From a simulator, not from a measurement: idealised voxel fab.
The process module presented herein is designated voxel self aligned contacts.
Square cells of 5 nm make up the cross-section cut, whose width is 255 nm.
This document writes a cross-section as a grid whose cells are square, and gives it as bands, listed from the top down; one or more rows of cells form a band. A band entry consists of two parts. The first gives the height of the band's top and the height of its bottom, in nm. The rest lists the band's materials from left to right, each with its width in nm. A single material labelled with the word "throughout" fills the band from edge to edge, and the word "air" marks empty space. It should be noted that heights are counted from 0, beneath which the wafer as supplied is of one material throughout, and that the lowest band possesses no lower boundary but continues downward, as written in "from 0 down". The notation "30..40" denotes a width that varies across the rows of cells in the band, beginning at the first number in the top row, finishing at the second number in the bottom row, and changing by an identical amount from each row to the next. No cell of the cross-section changed in a step that is given as "nothing was modified". "Listed closed voids": sealed empty spaces, 8 cells or more, no open way to top, listed width x height at distance, with distance from the left edge and width, height and distance in nm. It should be noted that, on the line of a given step, the content following the step's settings is a remark produced by the simulator itself with respect to that step. overlay nm: mask right of planned place by this much (step with mask). Neg. = left.
Steps planned for the process
1: RECEIVE, material Si
2: OXIDIZE, depth nm 5
3: DIRECTIONAL_DEP, material polySi, thk nm 25
4: DIRECTIONAL_DEP, material SiN, thk nm 20
5: MASKED_ETCH, tone cover, mask id GATE, width nm 35, pitch nm 70, etch materials SiN, depth nm 20, overlay nm 0
6: MASKED_ETCH, tone cover, mask id GATE, width nm 35, pitch nm 70, etch materials polySi, depth nm 25, overlay nm 0
7: CONFORMAL_DEP, material SiN, thk nm 5
8: DIRECTIONAL_ETCH, etch materials SiN, depth nm 5
9: FILL_DEP, material SiO2, thk nm 10
10: CMP, height nm 50
11: DIRECTIONAL_DEP, material aC, thk nm 10
12: PATTERN, tone open, mask id CONTACT, material resist, width nm 45, thk nm 30, overlay nm 0
13: DIRECTIONAL_ETCH, etch materials aC, depth nm 10
14: STRIP, etch materials resist
15: DIRECTIONAL_ETCH, etch materials SiO2, depth nm 55
16: STRIP, etch materials aC
17: CONFORMAL_DEP, material TiN, thk nm 5
18: FILL_DEP, material W, thk nm 5
19: CMP, height nm 50
20: CONFORMAL_DEP, material SiCN, thk nm 5
The first of a set of two wafers, run to plan
Cross-section of the wafer as it came to us, i.e., already through step 1
* from 0 down | Si throughout
* Listed closed voids: none
Step 2 done - wafer cross-section
* from 0 to -5 | SiO2 throughout
* Whatever lies below -5 is exactly as it was before.
Step 3 done - wafer cross-section
* from 25 to 0 | polySi throughout
* Whatever lies below 0 is exactly as it was before.
Step 4 done - wafer cross-section
* from 45 to 25 | SiN throughout
* Whatever lies below 25 is exactly as it was before.
Step 5 done - wafer cross-section
* from 45 to 25 | air (75), then SiN (35), then air (35), then SiN (35), then air (75)
* Whatever lies below 25 is exactly as it was before.
Step 6 done - wafer cross-section
* from 45 to 25 | air (75), then SiN (35), then air (35), then SiN (35), then air (75)
* from 25 to 0 | air (75), then polySi (35), then air (35), then polySi (35), then air (75)
* Whatever lies below 0 is exactly as it was before.
Step 7 done - wafer cross-section
* from 50 to 25 | air (70), then SiN (45), then air (25), then SiN (45), then air (70)
* from 25 to 5 | air (70), then SiN (5), then polySi (35), then SiN (5), then air (25), then SiN (5), then polySi (35), then SiN (5), then air (70)
* from 5 to 0 | SiN (75), then polySi (35), then SiN (35), then polySi (35), then SiN (75)
* Whatever lies below 0 is exactly as it was before.
Step 8 done - wafer cross-section
* from 45 to 25 | air (70), then SiN (45), then air (25), then SiN (45), then air (70)
* from 25 to 0 | air (70), then SiN (5), then polySi (35), then SiN (5), then air (25), then SiN (5), then polySi (35), then SiN (5), then air (70)
* Whatever lies below 0 is exactly as it was before.
Step 9 done - wafer cross-section
* from 55 to 45 | SiO2 throughout
* from 45 to 25 | SiO2 (70), then SiN (45), then SiO2 (25), then SiN (45), then SiO2 (70)
* from 25 to 0 | SiO2 (70), then SiN (5), then polySi (35), then SiN (5), then SiO2 (25), then SiN (5), then polySi (35), then SiN (5), then SiO2 (70)
* Whatever lies below 0 is exactly as it was before.
Step 10 done - wafer cross-section
* from 50 to 45 | SiO2 throughout
* Whatever lies below 45 is exactly as it was before.
Step 11 done - wafer cross-section
* from 60 to 50 | aC throughout
* Whatever lies below 50 is exactly as it was before.
Step 12 done - wafer cross-section
* from 90 to 60 | resist (105), then air (45), then resist (105)
* Whatever lies below 60 is exactly as it was before.
Step 13 done - wafer cross-section
* from 80 to 60 | resist (105), then air (45), then resist (105)
* from 60 to 50 | aC (105), then air (45), then aC (105)
* Whatever lies below 50 is exactly as it was before.
Step 14 done - wafer cross-section
* from 60 to 50 | aC (105), then air (45), then aC (105)
* Whatever lies below 50 is exactly as it was before.
Step 15 done - wafer cross-section
* from 60 to 50 | aC (105), then air (45), then aC (105)
* from 50 to 45 | SiO2 (105), then air (45), then SiO2 (105)
* from 45 to 25 | SiO2 (70), then SiN (45), then air (25), then SiN (45), then SiO2 (70)
* from 25 to 0 | SiO2 (70), then SiN (5), then polySi (35), then SiN (5), then air (25), then SiN (5), then polySi (35), then SiN (5), then SiO2 (70)
* from 0 to -5 | SiO2 (115), then air (25), then SiO2 (115)
* Whatever lies below -5 is exactly as it was before.
Step 16 done - wafer cross-section
* from 50 to 45 | SiO2 (105), then air (45), then SiO2 (105)
* Whatever lies below 45 is exactly as it was before.
Step 17 done - wafer cross-section
* from 55 to 50 | TiN (110), then air (35), then TiN (110)
* from 50 to 45 | SiO2 (105), then TiN (15), then air (15), then TiN (15), then SiO2 (105)
* from 45 to 25 | SiO2 (70), then SiN (45), then TiN (5), then air (15), then TiN (5), then SiN (45), then SiO2 (70)
* from 25 to 0 | SiO2 (70), then SiN (5), then polySi (35), then SiN (5), then TiN (5), then air (15), then TiN (5), then SiN (5), then polySi (35), then SiN (5), then SiO2 (70)
* from 0 to -5 | SiO2 (115), then TiN (25), then SiO2 (115)
* Whatever lies below -5 is exactly as it was before.
Step 18 done - wafer cross-section
* from 60 to 55 | W throughout
* from 55 to 50 | TiN (110), then W (35), then TiN (110)
* from 50 to 45 | SiO2 (105), then TiN (15), then W (15), then TiN (15), then SiO2 (105)
* from 45 to 25 | SiO2 (70), then SiN (45), then TiN (5), then W (15), then TiN (5), then SiN (45), then SiO2 (70)
* from 25 to 0 | SiO2 (70), then SiN (5), then polySi (35), then SiN (5), then TiN (5), then W (15), then TiN (5), then SiN (5), then polySi (35), then SiN (5), then SiO2 (70)
* Whatever lies below 0 is exactly as it was before.
Step 19 done - wafer cross-section
* from 50 to 45 | SiO2 (105), then TiN (15), then W (15), then TiN (15), then SiO2 (105)
* Whatever lies below 45 is exactly as it was before.
Step 20 done - wafer cross-section
* from 55 to 50 | SiCN throughout
* Whatever lies below 50 is exactly as it was before.
The second wafer: identical to the first at the outset and in its planned sequence, differing only in that one mistake was made during processing; up to and including step 11, its path is the first wafer's path
Cross-sectional view of the second wafer at the intended end time of process step 12
* from 90 to 60 | air (105), then resist (45), then air (105)
* Whatever lies below 60 is exactly as it was before.
Cross-sectional view of the second wafer at the intended end time of process step 13
* from 80 to 60 | air (105), then resist (45), then air (105)
* from 60 to 50 | air (105), then aC (45), then air (105)
* Whatever lies below 50 is exactly as it was before.
Cross-sectional view of the second wafer at the intended end time of process step 14
* from 60 to 50 | air (105), then aC (45), then air (105)
* Whatever lies below 50 is exactly as it was before.
Cross-sectional view of the second wafer at the intended end time of process step 15
* from 60 to 50 | air (105), then aC (45), then air (105)
* from 50 to 45 | air (105), then SiO2 (45), then air (105)
* from 45 to 25 | air (70), then SiN (45), then SiO2 (25), then SiN (45), then air (70)
* from 25 to 0 | air (70), then SiN (5), then polySi (35), then SiN (5), then SiO2 (25), then SiN (5), then polySi (35), then SiN (5), then air (70)
* from 0 to -5 | air (70), then SiO2 (115), then air (70)
* Whatever lies below -5 is exactly as it was before.
Cross-sectional view of the second wafer at the intended end time of process step 16
* from 50 to 45 | air (105), then SiO2 (45), then air (105)
* Whatever lies below 45 is exactly as it was before.
Cross-sectional view of the second wafer at the intended end time of process step 17
* from 55 to 50 | air (100), then TiN (55), then air (100)
* from 50 to 45 | air (65), then TiN (40), then SiO2 (45), then TiN (40), then air (65)
* from 45 to 25 | air (65), then TiN (5), then SiN (45), then SiO2 (25), then SiN (45), then TiN (5), then air (65)
* from 25 to 0 | air (65), then TiN (5), then SiN (5), then polySi (35), then SiN (5), then SiO2 (25), then SiN (5), then polySi (35), then SiN (5), then TiN (5), then air (65)
* from 0 to -5 | TiN (70), then SiO2 (115), then TiN (70)
* Whatever lies below -5 is exactly as it was before.
Cross-sectional view of the second wafer at the intended end time of process step 18
* from 60 to 55 | W throughout
* from 55 to 50 | W (100), then TiN (55), then W (100)
* from 50 to 45 | W (65), then TiN (40), then SiO2 (45), then TiN (40), then W (65)
* from 45 to 25 | W (65), then TiN (5), then SiN (45), then SiO2 (25), then SiN (45), then TiN (5), then W (65)
* from 25 to 0 | W (65), then TiN (5), then SiN (5), then polySi (35), then SiN (5), then SiO2 (25), then SiN (5), then polySi (35), then SiN (5), then TiN (5), then W (65)
* Whatever lies below 0 is exactly as it was before.
Cross-sectional view of the second wafer at the intended end time of process step 19
* from 50 to 45 | W (65), then TiN (40), then SiO2 (45), then TiN (40), then W (65)
* Whatever lies below 45 is exactly as it was before.
Cross-sectional view of the second wafer at the intended end time of process step 20
* from 55 to 50 | SiCN throughout
* Whatever lies below 50 is exactly as it was before.
Where did the run depart from the plan? rather than as planned, step 12 actually ran as PATTERN, tone cover, mask id CONTACT, material resist, width nm 45, thk nm 30, overlay nm 0
Final difference in cells, second wafer against first, listed per material as more or fewer: 263 fewer of SiO2 | 33 more of TiN | 230 more of W
